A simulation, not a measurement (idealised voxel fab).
process module | voxel self aligned contacts
cross-section cut | 280 nm wide | cells 5 nm
A cross-section is a grid of square cells, given in bands from the top down. A band is one or more rows of cells.
Each band's line starts with the height of the band's top and of its bottom, in nm. Then come its materials from left to right, each with its width in nm. One material with "throughout" fills the band from edge to edge. "air" is empty space.
Height 0 is the level under which the wafer as received is all one material. The lowest band goes on downwards, as in "0 down".
A width such as "30 to 40" changes by the same amount from each row of cells to the next, from the band's top row to its bottom row.
"no change" after a step means that no cell of the cross-section changed.
closed voids: empty space of 8 cells or more with no open way to the top, each as width x height at its distance from the left edge, in nm
after a step's settings: what the simulator itself notes on the step
overlay nm, on a step with a mask: how far to the right of its planned place the mask lay; to the left if negative
plan
1 op RECEIVE | material Si
2 op CONFORMAL_DEP | material SiO2 | thk nm 5
3 op DIRECTIONAL_DEP | material polySi | thk nm 20
4 op DIRECTIONAL_DEP | material SiN | thk nm 15
5 op PATTERN | tone cover | mask id GATE | material resist | width nm 25 | pitch nm 50 | thk nm 20 | overlay nm 0
6 op DIRECTIONAL_ETCH | etch materials SiN | depth nm 15
7 op DIRECTIONAL_ETCH | etch materials polySi | depth nm 20
8 op STRIP | etch materials resist
9 op CONFORMAL_DEP | material SiN | thk nm 5
10 op DIRECTIONAL_ETCH | etch materials SiN | depth nm 5
11 op FILL_DEP | material SiO2 | thk nm 15
12 op CMP | height nm 45
13 op MASKED_ETCH | tone open | mask id CONTACT | width nm 35 | etch materials SiO2 | depth nm 45 | overlay nm 0
14 op CONFORMAL_DEP | material TiN | thk nm 5
15 op FILL_DEP | material W | thk nm 10
16 op CMP | height nm 45
17 op CONFORMAL_DEP | material SiCN | thk nm 5
first wafer, as planned
as received, after step 1
  0 down: Si throughout
  closed voids: none
after step 2
  5 to 0: SiO2 throughout
  below 0: unchanged
after step 3
  25 to 5: polySi throughout
  below 5: unchanged
after step 4
  40 to 25: SiN throughout
  below 25: unchanged
after step 5
  60 to 40: air 100 | resist 25 | air 25 | resist 25 | air 105
  below 40: unchanged
after step 6
  60 to 40: air 100 | resist 25 | air 25 | resist 25 | air 105
  40 to 25: air 100 | SiN 25 | air 25 | SiN 25 | air 105
  below 25: unchanged
after step 7
  60 to 40: air 100 | resist 25 | air 25 | resist 25 | air 105
  40 to 25: air 100 | SiN 25 | air 25 | SiN 25 | air 105
  25 to 5: air 100 | polySi 25 | air 25 | polySi 25 | air 105
  below 5: unchanged
after step 8
  40 to 25: air 100 | SiN 25 | air 25 | SiN 25 | air 105
  below 25: unchanged
after step 9
  45 to 25: air 95 | SiN 35 | air 15 | SiN 35 | air 100
  25 to 10: air 95 | SiN 5 | polySi 25 | SiN 5 | air 15 | SiN 5 | polySi 25 | SiN 5 | air 100
  10 to 5: SiN 100 | polySi 25 | SiN 25 | polySi 25 | SiN 105
  below 5: unchanged
after step 10
  40 to 25: air 95 | SiN 35 | air 15 | SiN 35 | air 100
  25 to 5: air 95 | SiN 5 | polySi 25 | SiN 5 | air 15 | SiN 5 | polySi 25 | SiN 5 | air 100
  below 5: unchanged
after step 11
  55 to 40: SiO2 throughout
  40 to 25: SiO2 95 | SiN 35 | SiO2 15 | SiN 35 | SiO2 100
  25 to 5: SiO2 95 | SiN 5 | polySi 25 | SiN 5 | SiO2 15 | SiN 5 | polySi 25 | SiN 5 | SiO2 100
  below 5: unchanged
after step 12
  45 to 40: SiO2 throughout
  below 40: unchanged
after step 13
  45 to 40: SiO2 120 | air 35 | SiO2 125
  40 to 25: SiO2 95 | SiN 35 | air 15 | SiN 35 | SiO2 100
  25 to 5: SiO2 95 | SiN 5 | polySi 25 | SiN 5 | air 15 | SiN 5 | polySi 25 | SiN 5 | SiO2 100
  5 to 0: SiO2 130 | air 15 | SiO2 135
  below 0: unchanged
after step 14
  50 to 45: TiN 125 | air 25 | TiN 130
  45 to 40: SiO2 120 | TiN 15 | air 5 | TiN 15 | SiO2 125
  40 to 25: SiO2 95 | SiN 35 | TiN 5 | air 5 | TiN 5 | SiN 35 | SiO2 100
  25 to 5: SiO2 95 | SiN 5 | polySi 25 | SiN 5 | TiN 5 | air 5 | TiN 5 | SiN 5 | polySi 25 | SiN 5 | SiO2 100
  5 to 0: SiO2 130 | TiN 15 | SiO2 135
  below 0: unchanged
after step 15
  60 to 50: W throughout
  50 to 45: TiN 125 | W 25 | TiN 130
  45 to 40: SiO2 120 | TiN 15 | W 5 | TiN 15 | SiO2 125
  40 to 25: SiO2 95 | SiN 35 | TiN 5 | W 5 | TiN 5 | SiN 35 | SiO2 100
  25 to 5: SiO2 95 | SiN 5 | polySi 25 | SiN 5 | TiN 5 | W 5 | TiN 5 | SiN 5 | polySi 25 | SiN 5 | SiO2 100
  below 5: unchanged
after step 16
  45 to 40: SiO2 120 | TiN 15 | W 5 | TiN 15 | SiO2 125
  below 40: unchanged
after step 17
  50 to 45: SiCN throughout
  below 45: unchanged
second wafer: like start, like plan, one mistake. Through step 8 it matches the first wafer
when step 9 should have ended: no change
when step 10 should have ended
  35 to 25: air 100 | SiN 25 | air 25 | SiN 25 | air 105
  below 25: unchanged
when step 11 should have ended
  50 to 35: SiO2 throughout
  35 to 25: SiO2 100 | SiN 25 | SiO2 25 | SiN 25 | SiO2 105
  25 to 5: SiO2 100 | polySi 25 | SiO2 25 | polySi 25 | SiO2 105
  below 5: unchanged
when step 12 should have ended
  45 to 35: SiO2 throughout
  below 35: unchanged
when step 13 should have ended
  45 to 35: SiO2 120 | air 35 | SiO2 125
  35 to 25: SiO2 100 | SiN 25 | air 25 | SiN 25 | SiO2 105
  25 to 5: SiO2 100 | polySi 25 | air 25 | polySi 25 | SiO2 105
  5 to 0: SiO2 125 | air 25 | SiO2 130
  below 0: unchanged
when step 14 should have ended
  50 to 45: TiN 125 | air 25 | TiN 130
  45 to 35: SiO2 120 | TiN 5 to 10 | air 25 to 15 | TiN 5 to 10 | SiO2 125
  35 to 25: SiO2 100 | SiN 25 | TiN 5 | air 15 | TiN 5 | SiN 25 | SiO2 105
  25 to 5: SiO2 100 | polySi 25 | TiN 5 | air 15 | TiN 5 | polySi 25 | SiO2 105
  5 to 0: SiO2 125 | TiN 25 | SiO2 130
  below 0: unchanged
when step 15 should have ended
  60 to 50: W throughout
  50 to 45: TiN 125 | W 25 | TiN 130
  45 to 35: SiO2 120 | TiN 5 to 10 | W 25 to 15 | TiN 5 to 10 | SiO2 125
  35 to 25: SiO2 100 | SiN 25 | TiN 5 | W 15 | TiN 5 | SiN 25 | SiO2 105
  25 to 5: SiO2 100 | polySi 25 | TiN 5 | W 15 | TiN 5 | polySi 25 | SiO2 105
  below 5: unchanged
when step 16 should have ended
  45 to 35: SiO2 120 | TiN 5 to 10 | W 25 to 15 | TiN 5 to 10 | SiO2 125
  below 35: unchanged
when step 17 should have ended
  50 to 45: SiCN throughout
  below 45: unchanged
what went wrong: step 9 was left out
at the end the second wafer has, in cells: 38 fewer of SiN | 20 more of SiO2 | 18 more of W
